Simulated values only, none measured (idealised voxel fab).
Process module in this document: voxel transistor to metal
Square cells of 5 nm make up the cross-section cut, whose width is 185 nm.
This document writes a cross-section as a grid whose cells are square, and gives it as bands, listed from the top down; one or more rows of cells form a band. Top height, bottom height, nm. Materials left to right, width each, nm. Single material + "everywhere" = fills band edge to edge. "empty" = empty. Beneath 0, the wafer as received is one material, and that level is where height counting begins. The lowest band goes on downward without a bottom; it is written like "from 0 down". The notation "30->40" denotes a width that varies across the rows of cells in the band, beginning at the first number in the top row, finishing at the second number in the bottom row, and changing by an identical amount from each row to the next. For the purposes of this document, the phrase "nothing changed" attached to a step denotes that no cell within the cross-section was modified by that step. Cavities, sealed: empty space of 8 cells or more with no open way to the top, each as width x height at its distance from the left edge, in nm. Text after the settings on a step's line: the simulator's own remark on that step. The setting "overlay nm" may be written on the line of a step. When the step uses a mask, the value reports how far to the right of the planned place the mask lay, and a negative value reports that it lay to the left. Quick note on how to read the rest: it's all pairs. You get the cross-section before a process step and the one after, but the after one only goes down as far as the lowest band that changed. The step in between, with its settings, sits under the pair. Heads up, the pairs can come from different runs of this module on the same starting wafer, so don't assume a pair picks up from the one above unless its "Before processing" entry says it does.
BEFORE PROCESSING
> from 45 to 30 | SiO2 everywhere
> from 30 to 25 | SiN everywhere
> from 25 to 15 | SiO2 45, TiN 5, W 5, TiN 5, SiO2 65, TiN 5, W 5, TiN 5, SiO2 45
> from 15 to 10 | SiO2 45, TiN 5, W 5, TiN 5, SiO2 5, SiN 10, HfO2 5, TiN 5, W 15, TiN 5, HfO2 5, SiN 10, SiO2 5, TiN 5, W 5, TiN 5, SiO2 45
> from 10 to 5 | SiO2 45, TiN 15, SiO2 5, SiN 10, HfO2 5, TiN 5, W 15, TiN 5, HfO2 5, SiN 10, SiO2 5, TiN 15, SiO2 45
> from 5 to 0 | SiO2 45, TiN 5, pSi 15, SiN 10, HfO2 5, TiN 5, W 15, TiN 5, HfO2 5, SiN 10, pSi 15, TiN 5, SiO2 45
> from 0 to -5 | SiO2 45, TiN 5, pSi 15, SiN 10, HfO2 5, TiN 25, HfO2 5, SiN 10, pSi 15, TiN 5, SiO2 45
> from -5 to -10 | SiO2 45, TiN 5, pSi 15, SiO2 5, HfO2 45, SiO2 5, pSi 15, TiN 5, SiO2 45
> from -10 to -25 | SiO2 40, pSi 25, Si 55, pSi 25, SiO2 40
> from -25 to -45 | SiO2 40, Si 105, SiO2 40
> from -45 down | Si everywhere
> Cavities, sealed: none
RESULTING STRUCTURE
> from 45 to 30 | SiO2 40, empty 15, SiO2 65, empty 15, SiO2 50
> At heights below 30, the structure remains unaltered.
> Cavities, sealed: none
the step between: MASKED_ETCH (tone open; mask id METAL_1; width nm 15; pitch nm 80; etch materials SiO2; depth nm 15; overlay nm -5)
Before processing: look at the pair above, its after cross-section is where this step starts.
RESULTING STRUCTURE
> from 45 to 30 | SiO2 40, empty 15, SiO2 65, empty 15, SiO2 50
> from 30 to 25 | SiN 45, empty 10, SiN 70, empty 10, SiN 50
> At heights below 25, the structure remains unaltered.
> Cavities, sealed: none
the step between: MASKED_ETCH (tone open; mask id METAL_1; width nm 15; pitch nm 80; etch materials SiN; depth nm 5; overlay nm 0)
Before processing: look at the pair above, its after cross-section is where this step starts.
RESULTING STRUCTURE
> from 50 to 45 | TiN 45, empty 5, TiN 75, empty 5, TiN 55
> from 45 to 35 | SiO2 40, TiN 5, empty 5, TiN 5, SiO2 65, TiN 5, empty 5, TiN 5, SiO2 50
> from 35 to 30 | SiO2 40, TiN 15, SiO2 65, TiN 15, SiO2 50
> from 30 to 25 | SiN 45, TiN 10, SiN 70, TiN 10, SiN 50
> At heights below 25, the structure remains unaltered.
> Cavities, sealed: none
the step between: CONFORMAL_DEP (material TiN; thk nm 5)
Before processing: look at the pair above, its after cross-section is where this step starts.
RESULTING STRUCTURE
> from 60 to 50 | Cu everywhere
> from 50 to 45 | TiN 45, Cu 5, TiN 75, Cu 5, TiN 55
> from 45 to 35 | SiO2 40, TiN 5, Cu 5, TiN 5, SiO2 65, TiN 5, Cu 5, TiN 5, SiO2 50
> At heights below 35, the structure remains unaltered.
> Cavities, sealed: none
the step between: FILL_DEP (material Cu; thk nm 10)
Before processing: look at the pair above, its after cross-section is where this step starts.
RESULTING STRUCTURE
> from 45 to 35 | SiO2 40, TiN 5, Cu 5, TiN 5, SiO2 65, TiN 5, Cu 5, TiN 5, SiO2 50
> At heights below 35, the structure remains unaltered.
> Cavities, sealed: none
the step between: CMP (height nm 45)
Before processing: look at the pair above, its after cross-section is where this step starts.
RESULTING STRUCTURE
> from 50 to 45 | SiCN everywhere
> At heights below 45, the structure remains unaltered.
> Cavities, sealed: none
the step between: CONFORMAL_DEP (material SiCN; thk nm 5)
Before processing: look at the pair above, its after cross-section is where this step starts.
RESULTING STRUCTURE
> from 80 to 50 | SiO2 everywhere
> At heights below 50, the structure remains unaltered.
> Cavities, sealed: none
the step between: DIRECTIONAL_DEP (material SiO2; thk nm 30)
Before processing: look at the pair above, its after cross-section is where this step starts.
RESULTING STRUCTURE
> from 80 to 60 | SiO2 45, empty 15, SiO2 65, empty 15, SiO2 45
> At heights below 60, the structure remains unaltered.
> Cavities, sealed: none
the step between: MASKED_ETCH (tone open; mask id METAL_2; width nm 15; pitch nm 80; etch materials SiO2; depth nm 20; overlay nm 0)
Before processing: look at the pair above, its after cross-section is where this step starts.
RESULTING STRUCTURE
> from 100 to 80 | resist 45, empty 15, resist 65, empty 15, resist 45
> At heights below 80, the structure remains unaltered.
> Cavities, sealed: none
the step between: PATTERN (tone open; mask id METAL_2_HOLES; material resist; width nm 15; pitch nm 80; thk nm 20; overlay nm 0)
Before processing: look at the pair above, its after cross-section is where this step starts.
RESULTING STRUCTURE
> from 100 to 80 | resist 45, empty 15, resist 65, empty 15, resist 45
> from 80 to 50 | SiO2 45, empty 15, SiO2 65, empty 15, SiO2 45
> At heights below 50, the structure remains unaltered.
> Cavities, sealed: none
the step between: DIRECTIONAL_ETCH (etch materials SiO2; depth nm 10)
Before processing: look at the pair above, its after cross-section is where this step starts.
RESULTING STRUCTURE
> from 100 to 80 | resist 45, empty 15, resist 65, empty 15, resist 45
> from 80 to 50 | SiO2 45, empty 15, SiO2 65, empty 15, SiO2 45
> from 50 to 45 | SiCN 45, empty 15, SiCN 65, empty 15, SiCN 45
> At heights below 45, the structure remains unaltered.
> Cavities, sealed: none
the step between: DIRECTIONAL_ETCH (etch materials SiCN; depth nm 5)
Before processing: look at the pair above, its after cross-section is where this step starts.
RESULTING STRUCTURE
> from 80 to 50 | SiO2 45, empty 15, SiO2 65, empty 15, SiO2 45
> At heights below 50, the structure remains unaltered.
> Cavities, sealed: none
the step between: STRIP (etch materials resist)
Before processing: look at the pair above, its after cross-section is where this step starts.
RESULTING STRUCTURE
> from 85 to 80 | TiN 50, empty 5, TiN 75, empty 5, TiN 50
> from 80 to 50 | SiO2 45, TiN 5, empty 5, TiN 5, SiO2 65, TiN 5, empty 5, TiN 5, SiO2 45
> from 50 to 45 | SiCN 45, TiN 15, SiCN 65, TiN 15, SiCN 45
> At heights below 45, the structure remains unaltered.
> Cavities, sealed: none
the step between: CONFORMAL_DEP (material TiN; thk nm 5)
Before processing: look at the pair above, its after cross-section is where this step starts.
RESULTING STRUCTURE
> from 95 to 85 | Cu everywhere
> from 85 to 80 | TiN 50, Cu 5, TiN 75, Cu 5, TiN 50
> from 80 to 50 | SiO2 45, TiN 5, Cu 5, TiN 5, SiO2 65, TiN 5, Cu 5, TiN 5, SiO2 45
> At heights below 50, the structure remains unaltered.
> Cavities, sealed: none
the step between: FILL_DEP (material Cu; thk nm 10)
Before processing: look at the pair above, its after cross-section is where this step starts.
RESULTING STRUCTURE
> from 80 to 50 | SiO2 45, TiN 5, Cu 5, TiN 5, SiO2 65, TiN 5, Cu 5, TiN 5, SiO2 45
> At heights below 50, the structure remains unaltered.
> Cavities, sealed: none
the step between: CMP (height nm 80)
Before processing: look at the pair above, its after cross-section is where this step starts.
RESULTING STRUCTURE
> from 85 to 80 | SiN everywhere
> At heights below 80, the structure remains unaltered.
> Cavities, sealed: none
the step between: CONFORMAL_DEP (material SiN; thk nm 5)
BEFORE PROCESSING
> from -5 to -10 | SiO2 everywhere
> from -10 to -45 | SiO2 40, Si 105, SiO2 40
> from -45 down | Si everywhere
> Cavities, sealed: none
RESULTING STRUCTURE
> from 20 to -10 | SiO2 everywhere
> At heights below -10, the structure remains unaltered.
> Cavities, sealed: none
the step between: DIRECTIONAL_DEP (material SiO2; thk nm 25)
Before processing: look at the pair above, its after cross-section is where this step starts.
RESULTING STRUCTURE
> from 35 to 20 | SiCN everywhere
> At heights below 20, the structure remains unaltered.
> Cavities, sealed: none
the step between: DIRECTIONAL_DEP (material SiCN; thk nm 15)
Before processing: look at the pair above, its after cross-section is where this step starts.
RESULTING STRUCTURE
> from 55 to 35 | empty 75, resist 35, empty 75
> At heights below 35, the structure remains unaltered.
> Cavities, sealed: none
the step between: PATTERN (tone cover; mask id GATE; material resist; width nm 35; thk nm 20; overlay nm 0)
Before processing: look at the pair above, its after cross-section is where this step starts.
RESULTING STRUCTURE
> from 55 to 35 | empty 75, resist 35, empty 75
> from 35 to 20 | empty 75, SiCN 35, empty 75
> At heights below 20, the structure remains unaltered.
> Cavities, sealed: none
the step between: DIRECTIONAL_ETCH (etch materials SiCN; depth nm 25)
Before processing: look at the pair above, its after cross-section is where this step starts.
RESULTING STRUCTURE
> from 35 to 20 | empty 75, SiCN 35, empty 75
> At heights below 20, the structure remains unaltered.
> Cavities, sealed: none
the step between: STRIP (etch materials resist)
Before processing: look at the pair above, its after cross-section is where this step starts.
RESULTING STRUCTURE
> from 45 to 35 | empty 65, SiN 55, empty 65
> from 35 to 30 | empty 65, SiN 10, SiCN 35, SiN 10, empty 65
> from 30 to 20 | SiN 75, SiCN 35, SiN 75
> At heights below 20, the structure remains unaltered.
> Cavities, sealed: none
the step between: CONFORMAL_DEP (material SiN; thk nm 10)
Before processing: look at the pair above, its after cross-section is where this step starts.
RESULTING STRUCTURE
> from 35 to 20 | empty 65, SiN 10, SiCN 35, SiN 10, empty 65
> At heights below 20, the structure remains unaltered.
> Cavities, sealed: none
the step between: DIRECTIONAL_ETCH (etch materials SiN; depth nm 10)
Before processing: look at the pair above, its after cross-section is where this step starts.
RESULTING STRUCTURE
> from 35 to 20 | empty 65, SiN 10, SiCN 35, SiN 10, empty 65
> from 20 to 15 | empty 65, SiO2 55, empty 65
> At heights below 15, the structure remains unaltered.
> Cavities, sealed: none
the step between: DIRECTIONAL_ETCH (etch materials SiO2; depth nm 5)
Before processing: look at the pair above, its after cross-section is where this step starts.
RESULTING STRUCTURE
> from 45 to 35 | SiO2 everywhere
> from 35 to 20 | SiO2 65, SiN 10, SiCN 35, SiN 10, SiO2 65
> from 20 to -10 | SiO2 everywhere
> At heights below -10, the structure remains unaltered.
> Cavities, sealed: none
the step between: FILL_DEP (material SiO2; thk nm 10)
Before processing: look at the pair above, its after cross-section is where this step starts.
RESULTING STRUCTURE
> from 20 to -10 | SiO2 everywhere
> At heights below -10, the structure remains unaltered.
> Cavities, sealed: none
the step between: CMP (height nm 20)
Before processing: look at the pair above, its after cross-section is where this step starts.
RESULTING STRUCTURE
> from 15 to -10 | SiO2 everywhere
> At heights below -10, the structure remains unaltered.
> Cavities, sealed: none
the step between: SELECTIVE_ETCH (etch materials SiO2; depth nm 5)
Before processing: look at the pair above, its after cross-section is where this step starts.
RESULTING STRUCTURE
> from 20 to 15 | HfO2 everywhere
> At heights below 15, the structure remains unaltered.
> Cavities, sealed: none
the step between: CONFORMAL_DEP (material HfO2; thk nm 5)
Before processing: look at the pair above, its after cross-section is where this step starts.
RESULTING STRUCTURE
> from 25 to 20 | TiN everywhere
> At heights below 20, the structure remains unaltered.
> Cavities, sealed: none
the step between: CONFORMAL_DEP (material TiN; thk nm 5)
Before processing: look at the pair above, its after cross-section is where this step starts.
RESULTING STRUCTURE
> from 35 to 25 | W everywhere
> At heights below 25, the structure remains unaltered.
> Cavities, sealed: none
the step between: FILL_DEP (material W; thk nm 10)
Before processing: look at the pair above, its after cross-section is where this step starts.
RESULTING STRUCTURE
> from 15 to -10 | SiO2 everywhere
> At heights below -10, the structure remains unaltered.
> Cavities, sealed: none
the step between: CMP (height nm 15)
Before processing: look at the pair above, its after cross-section is where this step starts.
RESULTING STRUCTURE
> from 25 to -10 | SiO2 everywhere
> At heights below -10, the structure remains unaltered.
> Cavities, sealed: none
the step between: DIRECTIONAL_DEP (material SiO2; thk nm 10)
Before processing: look at the pair above, its after cross-section is where this step starts.
RESULTING STRUCTURE
> from 45 to 25 | resist 45, empty 15, resist 65, empty 15, resist 45
> At heights below 25, the structure remains unaltered.
> Cavities, sealed: none
the step between: PATTERN (tone open; mask id CONTACT; material resist; width nm 15; pitch nm 80; thk nm 20; overlay nm 0)
Before processing: look at the pair above, its after cross-section is where this step starts.
RESULTING STRUCTURE
> from 45 to 25 | resist 45, empty 15, resist 65, empty 15, resist 45
> from 25 to -10 | SiO2 45, empty 15, SiO2 65, empty 15, SiO2 45
> At heights below -10, the structure remains unaltered.
> Cavities, sealed: none
the step between: DIRECTIONAL_ETCH (etch materials SiO2; depth nm 35)
Before processing: look at the pair above, its after cross-section is where this step starts.
RESULTING STRUCTURE
> from 25 to -10 | SiO2 45, empty 15, SiO2 65, empty 15, SiO2 45
> At heights below -10, the structure remains unaltered.
> Cavities, sealed: none
the step between: STRIP (etch materials resist)
Before processing: look at the pair above, its after cross-section is where this step starts.
RESULTING STRUCTURE
> from 30 to 25 | TiN 50, empty 5, TiN 75, empty 5, TiN 50
> from 25 to -5 | SiO2 45, TiN 5, empty 5, TiN 5, SiO2 65, TiN 5, empty 5, TiN 5, SiO2 45
> from -5 to -10 | SiO2 45, TiN 15, SiO2 65, TiN 15, SiO2 45
> At heights below -10, the structure remains unaltered.
> Cavities, sealed: none
the step between: CONFORMAL_DEP (material TiN; thk nm 5)
Before processing: look at the pair above, its after cross-section is where this step starts.
RESULTING STRUCTURE
> from 35 to 30 | W everywhere
> from 30 to 25 | TiN 50, W 5, TiN 75, W 5, TiN 50
> from 25 to -5 | SiO2 45, TiN 5, W 5, TiN 5, SiO2 65, TiN 5, W 5, TiN 5, SiO2 45
> At heights below -5, the structure remains unaltered.
> Cavities, sealed: none
the step between: FILL_DEP (material W; thk nm 5)
Before processing: look at the pair above, its after cross-section is where this step starts.
RESULTING STRUCTURE
> from 25 to -5 | SiO2 45, TiN 5, W 5, TiN 5, SiO2 65, TiN 5, W 5, TiN 5, SiO2 45
> At heights below -5, the structure remains unaltered.
> Cavities, sealed: none
the step between: CMP (height nm 25)
Before processing: look at the pair above, its after cross-section is where this step starts.
RESULTING STRUCTURE
> from 30 to 25 | SiN everywhere
> At heights below 25, the structure remains unaltered.
> Cavities, sealed: none
the step between: CONFORMAL_DEP (material SiN; thk nm 5)
Before processing: look at the pair above, its after cross-section is where this step starts.
RESULTING STRUCTURE
> from 45 to 30 | SiO2 everywhere
> At heights below 30, the structure remains unaltered.
> Cavities, sealed: none
the step between: DIRECTIONAL_DEP (material SiO2; thk nm 15)
Before processing: look at the pair above, its after cross-section is where this step starts.
RESULTING STRUCTURE
> from 45 to 30 | SiO2 45, empty 15, SiO2 65, empty 15, SiO2 45
> At heights below 30, the structure remains unaltered.
> Cavities, sealed: none
the step between: MASKED_ETCH (tone open; mask id METAL_1; width nm 15; pitch nm 80; etch materials SiO2; depth nm 15; overlay nm 0)
Before processing: look at the pair above, its after cross-section is where this step starts.
RESULTING STRUCTURE
> from 45 to 30 | SiO2 45, empty 15, SiO2 65, empty 15, SiO2 45
> from 30 to 25 | SiN 45, empty 15, SiN 65, empty 15, SiN 45
> At heights below 25, the structure remains unaltered.
> Cavities, sealed: none
the step between: MASKED_ETCH (tone open; mask id METAL_1; width nm 15; pitch nm 80; etch materials SiN; depth nm 5; overlay nm 0)
Before processing: look at the pair above, its after cross-section is where this step starts.
RESULTING STRUCTURE
> from 50 to 45 | TiN 50, empty 5, TiN 75, empty 5, TiN 50
> from 45 to 30 | SiO2 45, TiN 5, empty 5, TiN 5, SiO2 65, TiN 5, empty 5, TiN 5, SiO2 45
> from 30 to 25 | SiN 45, TiN 15, SiN 65, TiN 15, SiN 45
> At heights below 25, the structure remains unaltered.
> Cavities, sealed: none
the step between: CONFORMAL_DEP (material TiN; thk nm 5)
Before processing: look at the pair above, its after cross-section is where this step starts.
RESULTING STRUCTURE
> from 60 to 50 | Cu everywhere
> from 50 to 45 | TiN 50, Cu 5, TiN 75, Cu 5, TiN 50
> from 45 to 30 | SiO2 45, TiN 5, Cu 5, TiN 5, SiO2 65, TiN 5, Cu 5, TiN 5, SiO2 45
> At heights below 30, the structure remains unaltered.
> Cavities, sealed: none
the step between: FILL_DEP (material Cu; thk nm 10)
Before processing: look at the pair above, its after cross-section is where this step starts.
RESULTING STRUCTURE
> from 45 to 30 | SiO2 45, TiN 5, Cu 5, TiN 5, SiO2 65, TiN 5, Cu 5, TiN 5, SiO2 45
> At heights below 30, the structure remains unaltered.
> Cavities, sealed: none
the step between: CMP (height nm 45)
Before processing: look at the pair above, its after cross-section is where this step starts.
RESULTING STRUCTURE
> from 50 to 45 | SiCN everywhere
> At heights below 45, the structure remains unaltered.
> Cavities, sealed: none
the step between: CONFORMAL_DEP (material SiCN; thk nm 5)
Before processing: look at the pair above, its after cross-section is where this step starts.
RESULTING STRUCTURE
> from 80 to 50 | SiO2 everywhere
> At heights below 50, the structure remains unaltered.
> Cavities, sealed: none
the step between: DIRECTIONAL_DEP (material SiO2; thk nm 30)
Before processing: look at the pair above, its after cross-section is where this step starts.
RESULTING STRUCTURE
> from 80 to 60 | SiO2 45, empty 15, SiO2 65, empty 15, SiO2 45
> At heights below 60, the structure remains unaltered.
> Cavities, sealed: none
the step between: MASKED_ETCH (tone open; mask id METAL_2; width nm 15; pitch nm 80; etch materials SiO2; depth nm 20; overlay nm 0)
Before processing: look at the pair above, its after cross-section is where this step starts.
RESULTING STRUCTURE
> from 100 to 80 | resist 45, empty 15, resist 65, empty 15, resist 45
> At heights below 80, the structure remains unaltered.
> Cavities, sealed: none
the step between: PATTERN (tone open; mask id METAL_2_HOLES; material resist; width nm 15; pitch nm 80; thk nm 20; overlay nm 0)
Before processing: look at the pair above, its after cross-section is where this step starts.
RESULTING STRUCTURE
> from 100 to 80 | resist 45, empty 15, resist 65, empty 15, resist 45
> from 80 to 50 | SiO2 45, empty 15, SiO2 65, empty 15, SiO2 45
> At heights below 50, the structure remains unaltered.
> Cavities, sealed: none
the step between: DIRECTIONAL_ETCH (etch materials SiO2; depth nm 10)
Before processing: look at the pair above, its after cross-section is where this step starts.
RESULTING STRUCTURE
> from 100 to 80 | resist 45, empty 15, resist 65, empty 15, resist 45
> from 80 to 50 | SiO2 45, empty 15, SiO2 65, empty 15, SiO2 45
> from 50 to 45 | SiCN 45, empty 15, SiCN 65, empty 15, SiCN 45
> At heights below 45, the structure remains unaltered.
> Cavities, sealed: none
the step between: DIRECTIONAL_ETCH (etch materials SiCN; depth nm 5)
Before processing: look at the pair above, its after cross-section is where this step starts.
RESULTING STRUCTURE
> from 80 to 50 | SiO2 45, empty 15, SiO2 65, empty 15, SiO2 45
> At heights below 50, the structure remains unaltered.
> Cavities, sealed: none
the step between: STRIP (etch materials resist)
Before processing: look at the pair above, its after cross-section is where this step starts.
RESULTING STRUCTURE
> from 85 to 80 | TiN 50, empty 5, TiN 75, empty 5, TiN 50
> from 80 to 50 | SiO2 45, TiN 5, empty 5, TiN 5, SiO2 65, TiN 5, empty 5, TiN 5, SiO2 45
> from 50 to 45 | SiCN 45, TiN 15, SiCN 65, TiN 15, SiCN 45
> At heights below 45, the structure remains unaltered.
> Cavities, sealed: none
the step between: CONFORMAL_DEP (material TiN; thk nm 5)
Before processing: look at the pair above, its after cross-section is where this step starts.
RESULTING STRUCTURE
> from 95 to 85 | Cu everywhere
> from 85 to 80 | TiN 50, Cu 5, TiN 75, Cu 5, TiN 50
> from 80 to 50 | SiO2 45, TiN 5, Cu 5, TiN 5, SiO2 65, TiN 5, Cu 5, TiN 5, SiO2 45
> At heights below 50, the structure remains unaltered.
> Cavities, sealed: none
the step between: FILL_DEP (material Cu; thk nm 10)
Before processing: look at the pair above, its after cross-section is where this step starts.
RESULTING STRUCTURE
> from 80 to 50 | SiO2 45, TiN 5, Cu 5, TiN 5, SiO2 65, TiN 5, Cu 5, TiN 5, SiO2 45
> At heights below 50, the structure remains unaltered.
> Cavities, sealed: none
the step between: CMP (height nm 80)
Before processing: look at the pair above, its after cross-section is where this step starts.
RESULTING STRUCTURE
> from 85 to 80 | SiN everywhere
> At heights below 80, the structure remains unaltered.
> Cavities, sealed: none
the step between: CONFORMAL_DEP (material SiN; thk nm 5)
BEFORE PROCESSING
> from 25 to 15 | SiO2 everywhere
> from 15 to 5 | SiO2 65, SiN 10, HfO2 5, TiN 5, W 15, TiN 5, HfO2 5, SiN 10, SiO2 65
> from 5 to 0 | SiO2 50, pSi 15, SiN 10, HfO2 5, TiN 5, W 15, TiN 5, HfO2 5, SiN 10, pSi 15, SiO2 50
> from 0 to -5 | SiO2 50, pSi 15, SiN 10, HfO2 5, TiN 25, HfO2 5, SiN 10, pSi 15, SiO2 50
> from -5 to -10 | SiO2 50, pSi 15, SiO2 5, HfO2 45, SiO2 5, pSi 15, SiO2 50
> from -10 to -25 | SiO2 40, pSi 25, Si 55, pSi 25, SiO2 40
> from -25 to -45 | SiO2 40, Si 105, SiO2 40
> from -45 down | Si everywhere
> Cavities, sealed: none
RESULTING STRUCTURE
> from 45 to 25 | empty 45, resist 15, empty 65, resist 15, empty 45
> At heights below 25, the structure remains unaltered.
> Cavities, sealed: none
the step between: PATTERN (tone cover; mask id CONTACT; material resist; width nm 15; pitch nm 80; thk nm 20; overlay nm 0)
Before processing: look at the pair above, its after cross-section is where this step starts.
RESULTING STRUCTURE
> from 45 to 25 | empty 45, resist 15, empty 65, resist 15, empty 45
> from 25 to 15 | empty 45, SiO2 15, empty 65, SiO2 15, empty 45
> from 15 to 5 | empty 45, SiO2 15, empty 5, SiN 10, HfO2 5, TiN 5, W 15, TiN 5, HfO2 5, SiN 10, empty 5, SiO2 15, empty 45
> from 5 to 0 | empty 45, SiO2 5, pSi 15, SiN 10, HfO2 5, TiN 5, W 15, TiN 5, HfO2 5, SiN 10, pSi 15, SiO2 5, empty 45
> from 0 to -5 | empty 45, SiO2 5, pSi 15, SiN 10, HfO2 5, TiN 25, HfO2 5, SiN 10, pSi 15, SiO2 5, empty 45
> from -5 to -10 | empty 45, SiO2 5, pSi 15, SiO2 5, HfO2 45, SiO2 5, pSi 15, SiO2 5, empty 45
> At heights below -10, the structure remains unaltered.
> Cavities, sealed: none
the step between: DIRECTIONAL_ETCH (etch materials SiO2; depth nm 35)
Before processing: look at the pair above, its after cross-section is where this step starts.
RESULTING STRUCTURE
> from 25 to 15 | empty 45, SiO2 15, empty 65, SiO2 15, empty 45
> At heights below 15, the structure remains unaltered.
> Cavities, sealed: none
the step between: STRIP (etch materials resist)
Before processing: look at the pair above, its after cross-section is where this step starts.
RESULTING STRUCTURE
> from 30 to 25 | empty 40, TiN 25, empty 55, TiN 25, empty 40
> from 25 to 20 | empty 40, TiN 5, SiO2 15, TiN 5, empty 55, TiN 5, SiO2 15, TiN 5, empty 40
> from 20 to 15 | empty 40, TiN 5, SiO2 15, TiN 65, SiO2 15, TiN 5, empty 40
> from 15 to 5 | empty 40, TiN 5, SiO2 15, TiN 5, SiN 10, HfO2 5, TiN 5, W 15, TiN 5, HfO2 5, SiN 10, TiN 5, SiO2 15, TiN 5, empty 40
> from 5 to 0 | empty 40, TiN 5, SiO2 5, pSi 15, SiN 10, HfO2 5, TiN 5, W 15, TiN 5, HfO2 5, SiN 10, pSi 15, SiO2 5, TiN 5, empty 40
> from 0 to -5 | empty 40, TiN 5, SiO2 5, pSi 15, SiN 10, HfO2 5, TiN 25, HfO2 5, SiN 10, pSi 15, SiO2 5, TiN 5, empty 40
> from -5 to -10 | TiN 45, SiO2 5, pSi 15, SiO2 5, HfO2 45, SiO2 5, pSi 15, SiO2 5, TiN 45
> At heights below -10, the structure remains unaltered.
> Cavities, sealed: none
the step between: CONFORMAL_DEP (material TiN; thk nm 5)
Before processing: look at the pair above, its after cross-section is where this step starts.
RESULTING STRUCTURE
> from 35 to 30 | W everywhere
> from 30 to 25 | W 40, TiN 25, W 55, TiN 25, W 40
> from 25 to 20 | W 40, TiN 5, SiO2 15, TiN 5, W 55, TiN 5, SiO2 15, TiN 5, W 40
> from 20 to 15 | W 40, TiN 5, SiO2 15, TiN 65, SiO2 15, TiN 5, W 40
> from 15 to 5 | W 40, TiN 5, SiO2 15, TiN 5, SiN 10, HfO2 5, TiN 5, W 15, TiN 5, HfO2 5, SiN 10, TiN 5, SiO2 15, TiN 5, W 40
> from 5 to 0 | W 40, TiN 5, SiO2 5, pSi 15, SiN 10, HfO2 5, TiN 5, W 15, TiN 5, HfO2 5, SiN 10, pSi 15, SiO2 5, TiN 5, W 40
> from 0 to -5 | W 40, TiN 5, SiO2 5, pSi 15, SiN 10, HfO2 5, TiN 25, HfO2 5, SiN 10, pSi 15, SiO2 5, TiN 5, W 40
> At heights below -5, the structure remains unaltered.
> Cavities, sealed: none
the step between: FILL_DEP (material W; thk nm 5)
Before processing: look at the pair above, its after cross-section is where this step starts.
RESULTING STRUCTURE
> from 25 to 20 | W 40, TiN 5, SiO2 15, TiN 5, W 55, TiN 5, SiO2 15, TiN 5, W 40
> At heights below 20, the structure remains unaltered.
> Cavities, sealed: none
the step between: CMP (height nm 25)
Before processing: look at the pair above, its after cross-section is where this step starts.
RESULTING STRUCTURE
> from 30 to 25 | SiN everywhere
> At heights below 25, the structure remains unaltered.
> Cavities, sealed: none
the step between: CONFORMAL_DEP (material SiN; thk nm 5)
Before processing: look at the pair above, its after cross-section is where this step starts.
RESULTING STRUCTURE
> from 45 to 30 | SiO2 everywhere
> At heights below 30, the structure remains unaltered.
> Cavities, sealed: none
the step between: DIRECTIONAL_DEP (material SiO2; thk nm 15)
Before processing: look at the pair above, its after cross-section is where this step starts.
RESULTING STRUCTURE
> from 45 to 30 | SiO2 45, empty 15, SiO2 65, empty 15, SiO2 45
> At heights below 30, the structure remains unaltered.
> Cavities, sealed: none
the step between: MASKED_ETCH (tone open; mask id METAL_1; width nm 15; pitch nm 80; etch materials SiO2; depth nm 15; overlay nm 0)
Before processing: look at the pair above, its after cross-section is where this step starts.
RESULTING STRUCTURE
> from 45 to 30 | SiO2 45, empty 15, SiO2 65, empty 15, SiO2 45
> from 30 to 25 | SiN 45, empty 15, SiN 65, empty 15, SiN 45
> At heights below 25, the structure remains unaltered.
> Cavities, sealed: none
the step between: MASKED_ETCH (tone open; mask id METAL_1; width nm 15; pitch nm 80; etch materials SiN; depth nm 5; overlay nm 0)
Before processing: look at the pair above, its after cross-section is where this step starts.
RESULTING STRUCTURE
> from 50 to 45 | TiN 50, empty 5, TiN 75, empty 5, TiN 50
> from 45 to 30 | SiO2 45, TiN 5, empty 5, TiN 5, SiO2 65, TiN 5, empty 5, TiN 5, SiO2 45
> from 30 to 25 | SiN 45, TiN 15, SiN 65, TiN 15, SiN 45
> At heights below 25, the structure remains unaltered.
> Cavities, sealed: none
the step between: CONFORMAL_DEP (material TiN; thk nm 5)
Before processing: look at the pair above, its after cross-section is where this step starts.
RESULTING STRUCTURE
> from 60 to 50 | Cu everywhere
> from 50 to 45 | TiN 50, Cu 5, TiN 75, Cu 5, TiN 50
> from 45 to 30 | SiO2 45, TiN 5, Cu 5, TiN 5, SiO2 65, TiN 5, Cu 5, TiN 5, SiO2 45
> At heights below 30, the structure remains unaltered.
> Cavities, sealed: none
the step between: FILL_DEP (material Cu; thk nm 10)
Before processing: look at the pair above, its after cross-section is where this step starts.
RESULTING STRUCTURE
> from 45 to 30 | SiO2 45, TiN 5, Cu 5, TiN 5, SiO2 65, TiN 5, Cu 5, TiN 5, SiO2 45
> At heights below 30, the structure remains unaltered.
> Cavities, sealed: none
the step between: CMP (height nm 45)
Before processing: look at the pair above, its after cross-section is where this step starts.
RESULTING STRUCTURE
> from 50 to 45 | SiCN everywhere
> At heights below 45, the structure remains unaltered.
> Cavities, sealed: none
the step between: CONFORMAL_DEP (material SiCN; thk nm 5)
Before processing: look at the pair above, its after cross-section is where this step starts.
RESULTING STRUCTURE
> from 80 to 50 | SiO2 everywhere
> At heights below 50, the structure remains unaltered.
> Cavities, sealed: none
the step between: DIRECTIONAL_DEP (material SiO2; thk nm 30)
Before processing: look at the pair above, its after cross-section is where this step starts.
RESULTING STRUCTURE
> from 80 to 60 | SiO2 45, empty 15, SiO2 65, empty 15, SiO2 45
> At heights below 60, the structure remains unaltered.
> Cavities, sealed: none
the step between: MASKED_ETCH (tone open; mask id METAL_2; width nm 15; pitch nm 80; etch materials SiO2; depth nm 20; overlay nm 0)
Before processing: look at the pair above, its after cross-section is where this step starts.
RESULTING STRUCTURE
> from 100 to 80 | resist 45, empty 15, resist 65, empty 15, resist 45
> At heights below 80, the structure remains unaltered.
> Cavities, sealed: none
the step between: PATTERN (tone open; mask id METAL_2_HOLES; material resist; width nm 15; pitch nm 80; thk nm 20; overlay nm 0)
Before processing: look at the pair above, its after cross-section is where this step starts.
RESULTING STRUCTURE
> from 100 to 80 | resist 45, empty 15, resist 65, empty 15, resist 45
> from 80 to 50 | SiO2 45, empty 15, SiO2 65, empty 15, SiO2 45
> At heights below 50, the structure remains unaltered.
> Cavities, sealed: none
the step between: DIRECTIONAL_ETCH (etch materials SiO2; depth nm 10)
Before processing: look at the pair above, its after cross-section is where this step starts.
RESULTING STRUCTURE
> from 100 to 80 | resist 45, empty 15, resist 65, empty 15, resist 45
> from 80 to 50 | SiO2 45, empty 15, SiO2 65, empty 15, SiO2 45
> from 50 to 45 | SiCN 45, empty 15, SiCN 65, empty 15, SiCN 45
> At heights below 45, the structure remains unaltered.
> Cavities, sealed: none
the step between: DIRECTIONAL_ETCH (etch materials SiCN; depth nm 5)
